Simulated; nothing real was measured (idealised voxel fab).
This is a process module. Its name is voxel released beams.
275 nm wide, 5 nm square cells: that's cross-section cut.
A cross-section is written here as square cells arranged in a grid, and it is given in bands from the top down, each band taking up one or more rows of cells.
In this notation a band is specified by the heights of its top and bottom, in that order and in nm, after which its materials appear from left to right, each paired with its width in nm. The word "all across" attached to a single material means that material fills the band from edge to edge; the word "air" stands for empty space.
We count height from 0. Below that, the starting wafer is all one material. The lowest band never ends at the bottom but goes on down; see "0 nm and below" for how that is written.
The width entry "30 to 40" should be interpreted row by row: the top row of cells in the band takes the first number, the bottom row takes the second number, and the change between adjacent rows is uniform throughout.
Any step labelled "no alteration" changed none of the cells in the cross-section.
Voids not open to the top, 8 cells minimum: see "Closed internal cavities". Written width x height at distance; distance is from the left edge; nm.
On each step's line, the part that comes after the settings is the simulator's own comment on the step.
overlay nm: on a step with a mask, how far right of its planned place the mask lay; negative means left.

## The following list gives the planned process steps
step 1: op RECEIVE | material Si
step 2: op CONFORMAL_DEP | material SiN | thk nm 5
step 3: op DIRECTIONAL_DEP | material SiO2 | thk nm 15
step 4: op DIRECTIONAL_DEP | material aC | thk nm 15
step 5: op PATTERN | tone open | mask id ANCHOR | material resist | width nm 35 | thk nm 35 | overlay nm 0
step 6: op DIRECTIONAL_ETCH | etch materials aC | depth nm 15
step 7: op STRIP | etch materials resist
step 8: op DIRECTIONAL_ETCH | etch materials SiO2 | depth nm 15
step 9: op STRIP | etch materials aC
step 10: op CONFORMAL_DEP | material W | thk nm 15
step 11: op MASKED_ETCH | tone cover | mask id BEAM | width nm 80 | etch materials W | depth nm 15 | overlay nm 0
step 12: op STRIP | etch materials SiO2
Wafers differ in width nm at step 11; plan lists the first wafer's value; identical starting state.

## Cut through the first of several wafers as received, post step 1
0 nm and below: Si all across
Closed internal cavities: none

## Module end state after final step 12: cross-section of the first of several wafers
35 nm to 20 nm: air: 95 / W: 15 / air: 5 / W: 60 / air: 100
20 nm to 5 nm: air: 95 / W: 35 / air: 145
5 nm to 0 nm: SiN all across
0 nm and below: Si all across
Closed internal cavities: none

## Last-wafer cross-section at the end of the module
35 nm to 20 nm: air: 85 / W: 25 / air: 5 / W: 75 / air: 85
20 nm to 5 nm: air: 95 / W: 35 / air: 145
5 nm to 0 nm: SiN all across
0 nm and below: Si all across
Closed internal cavities: none

## Below, a row for every wafer. Read it as the end-of-module picture: for each material the wafer shows its cells gained (+) or lost (-) since it was received, and then its closed voids
width nm 80, +55 SiN, +66 W, Closed internal cavities: none
width nm 85, +55 SiN, +69 W, Closed internal cavities: none
width nm 90, +55 SiN, +72 W, Closed internal cavities: none
width nm 95, +55 SiN, +75 W, Closed internal cavities: none
width nm 100, +55 SiN, +78 W, Closed internal cavities: none
width nm 105, +55 SiN, +81 W, Closed internal cavities: none
